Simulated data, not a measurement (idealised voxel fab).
process module | voxel wiring stack
cross-section cut | 300 nm wide | cells 5 nm
A cross-section is a grid of square cells, given in bands from the top down. A band is one or more rows of cells.
Each band's line starts with the height of the band's top and of its bottom, in nm. Then come its materials from left to right, each with its width in nm. One material with "throughout" fills the band from edge to edge. "air" is empty space.
Height 0 is the level under which the wafer as received is all one material. The lowest band goes on downwards, as in "0 down".
A width such as "30 to 40" changes by the same amount from each row of cells to the next, from the band's top row to its bottom row.
"no change" after a step means that no cell of the cross-section changed.
closed voids: empty space of 8 cells or more with no open way to the top, each as width x height at its distance from the left edge, in nm
after a step's settings: what the simulator itself notes on the step
overlay nm, on a step with a mask: how far to the right of its planned place the mask lay; to the left if negative
plan
1 op RECEIVE | material Si
2 op CONFORMAL_DEP | material SiO2 | thk nm 15
3 op DIRECTIONAL_DEP | material TiN | thk nm 5
4 op DIRECTIONAL_DEP | material W | thk nm 15
5 op PATTERN | tone cover | mask id METAL_1 | material resist | width nm 25 | pitch nm 55 | thk nm 20 | overlay nm 0
6 op DIRECTIONAL_ETCH | etch materials W | depth nm 15
7 op DIRECTIONAL_ETCH | etch materials TiN | depth nm 5
8 op STRIP | etch materials resist
9 op CONFORMAL_DEP | material SiCN | thk nm 5
10 op FILL_DEP | material lowk | thk nm 10
11 op CMP | height nm 35
12 op CONFORMAL_DEP | material SiCN | thk nm 5
13 op DIRECTIONAL_DEP | material lowk | thk nm 10
14 op DIRECTIONAL_DEP | material aC | thk nm 10
15 op PATTERN | tone open | mask id PLUG_1 | material resist | width nm 15 | thk nm 25 | overlay nm 0
16 op DIRECTIONAL_ETCH | etch materials aC | depth nm 10
17 op STRIP | etch materials resist
18 op DIRECTIONAL_ETCH | etch materials lowk | depth nm 10
19 op DIRECTIONAL_ETCH | etch materials SiCN | depth nm 5
20 op STRIP | etch materials aC
21 op CONFORMAL_DEP | material TiN | thk nm 5
22 op FILL_DEP | material Cu | thk nm 5
23 op CMP | height nm 50
24 op CONFORMAL_DEP | material SiCN | thk nm 5
25 op DIRECTIONAL_DEP | material lowk | thk nm 15
26 op MASKED_ETCH | tone open | mask id METAL_2 | width nm 25 | pitch nm 55 | etch materials lowk | depth nm 15 | overlay nm 0
27 op MASKED_ETCH | tone open | mask id METAL_2 | width nm 25 | pitch nm 55 | etch materials SiCN | depth nm 5 | overlay nm 0
28 op CONFORMAL_DEP | material TiN | thk nm 5
29 op FILL_DEP | material Cu | thk nm 5
30 op CMP | height nm 70
31 op CONFORMAL_DEP | material SiCN | thk nm 5
32 op DIRECTIONAL_DEP | material lowk | thk nm 15
33 op PATTERN | tone open | mask id PLUG_2 | material resist | width nm 15 | thk nm 15 | overlay nm 0
34 op DIRECTIONAL_ETCH | etch materials lowk | depth nm 15
35 op DIRECTIONAL_ETCH | etch materials SiCN | depth nm 5
36 op STRIP | etch materials resist
37 op CONFORMAL_DEP | material TiN | thk nm 5
38 op FILL_DEP | material Cu | thk nm 5
39 op CMP | height nm 90
40 op DIRECTIONAL_DEP | material TiN | thk nm 5
41 op DIRECTIONAL_DEP | material Ru | thk nm 20
42 op MASKED_ETCH | tone cover | mask id METAL_3 | width nm 25 | pitch nm 55 | etch materials Ru | depth nm 20 | overlay nm 0
43 op MASKED_ETCH | tone cover | mask id METAL_3 | width nm 25 | pitch nm 55 | etch materials TiN | depth nm 5 | overlay nm 0
44 op CONFORMAL_DEP | material SiCN | thk nm 5
45 op FILL_DEP | material SiO2 | thk nm 5
46 op CMP | height nm 115
47 op CONFORMAL_DEP | material SiCN | thk nm 5
48 op DIRECTIONAL_DEP | material lowk | thk nm 30
49 op PATTERN | tone open | mask id METAL_4_HOLES | material resist | width nm 15 | pitch nm 55 | thk nm 20 | overlay nm 0
50 op DIRECTIONAL_ETCH | etch materials lowk | depth nm 30
51 op STRIP | etch materials resist
52 op PATTERN | tone open | mask id METAL_4 | material resist | width nm 25 | pitch nm 55 | thk nm 15 | overlay nm 0
53 op DIRECTIONAL_ETCH | etch materials lowk | depth nm 15
54 op DIRECTIONAL_ETCH | etch materials SiCN | depth nm 5
55 op STRIP | etch materials resist
56 op CONFORMAL_DEP | material TiN | thk nm 5
57 op FILL_DEP | material Cu | thk nm 10
58 op CMP | height nm 150
59 op CONFORMAL_DEP | material SiN | thk nm 5
as received, after step 1
  0 down: Si throughout
  closed voids: none
first wafer at the end, as planned
  155 to 150: SiN throughout
  150 to 140: lowk 110 | TiN 5 | Cu 15 | TiN 5 | lowk 30 | TiN 5 | Cu 15 | TiN 5 | lowk 110
  140 to 135: lowk 110 | TiN 5 | Cu 5 | TiN 15 | lowk 30 | TiN 5 | Cu 5 | TiN 15 | lowk 110
  135 to 120: lowk 110 | TiN 5 | Cu 5 | TiN 5 | lowk 40 | TiN 5 | Cu 5 | TiN 5 | lowk 120
  120 to 115: SiCN 110 | TiN 15 | SiCN 40 | TiN 15 | SiCN 120
  115 to 95: SiO2 105 | SiCN 5 | Ru 25 | SiCN 5 | SiO2 20 | SiCN 5 | Ru 25 | SiCN 5 | SiO2 105
  95 to 90: SiCN 110 | TiN 25 | SiCN 30 | TiN 25 | SiCN 110
  90 to 75: lowk 110 | TiN 5 | Cu 5 | TiN 5 | lowk 175
  75 to 70: SiCN 110 | TiN 15 | SiCN 175
  70 to 55: lowk 110 | TiN 5 | Cu 15 | TiN 5 | lowk 30 | TiN 5 | Cu 15 | TiN 5 | lowk 110
  55 to 50: SiCN 110 | TiN 25 | SiCN 30 | TiN 25 | SiCN 110
  50 to 40: lowk 110 | TiN 5 | Cu 5 | TiN 5 | lowk 175
  40 to 35: SiCN 110 | TiN 15 | SiCN 175
  35 to 20: lowk 105 | SiCN 5 | W 25 | SiCN 5 | lowk 20 | SiCN 5 | W 25 | SiCN 5 | lowk 105
  20 to 15: SiCN 110 | TiN 25 | SiCN 30 | TiN 25 | SiCN 110
  15 to 0: SiO2 throughout
  0 down: Si throughout
  closed voids: none
second wafer at the end: like start, like plan, one mistake
  155 to 150: SiN throughout
  150 to 140: lowk 110 | TiN 5 | Cu 15 | TiN 5 | lowk 30 | TiN 5 | Cu 15 | TiN 5 | lowk 110
  140 to 135: lowk 110 | TiN 5 | Cu 5 | TiN 15 | lowk 30 | TiN 5 | Cu 5 | TiN 15 | lowk 110
  135 to 120: lowk 110 | TiN 5 | Cu 5 | TiN 5 | lowk 40 | TiN 5 | Cu 5 | TiN 5 | lowk 120
  120 to 115: SiCN 110 | TiN 15 | SiCN 40 | TiN 15 | SiCN 120
  115 to 95: SiO2 105 | SiCN 5 | Ru 25 | SiCN 5 | SiO2 20 | SiCN 5 | Ru 25 | SiCN 5 | SiO2 105
  95 to 90: SiCN 110 | TiN 25 | SiCN 30 | TiN 25 | SiCN 110
  90 to 75: lowk 120 | TiN 5 | Cu 5 | TiN 5 | lowk 165
  75 to 70: SiCN 120 | TiN 15 | SiCN 165
  70 to 55: lowk 110 | TiN 5 | Cu 15 | TiN 5 | lowk 30 | TiN 5 | Cu 15 | TiN 5 | lowk 110
  55 to 50: SiCN 110 | TiN 25 | SiCN 30 | TiN 25 | SiCN 110
  50 to 40: lowk 110 | TiN 5 | Cu 5 | TiN 5 | lowk 175
  40 to 35: SiCN 110 | TiN 15 | SiCN 175
  35 to 20: lowk 105 | SiCN 5 | W 25 | SiCN 5 | lowk 20 | SiCN 5 | W 25 | SiCN 5 | lowk 105
  20 to 15: SiCN 110 | TiN 25 | SiCN 30 | TiN 25 | SiCN 110
  15 to 0: SiO2 throughout
  0 down: Si throughout
  closed voids: none
what went wrong: step 33 ran as: op PATTERN | tone open | mask id PLUG_2 | material resist | width nm 15 | thk nm 15 | overlay nm 10
at the end the second wafer has, in cells: as many of each material as the first, in other places
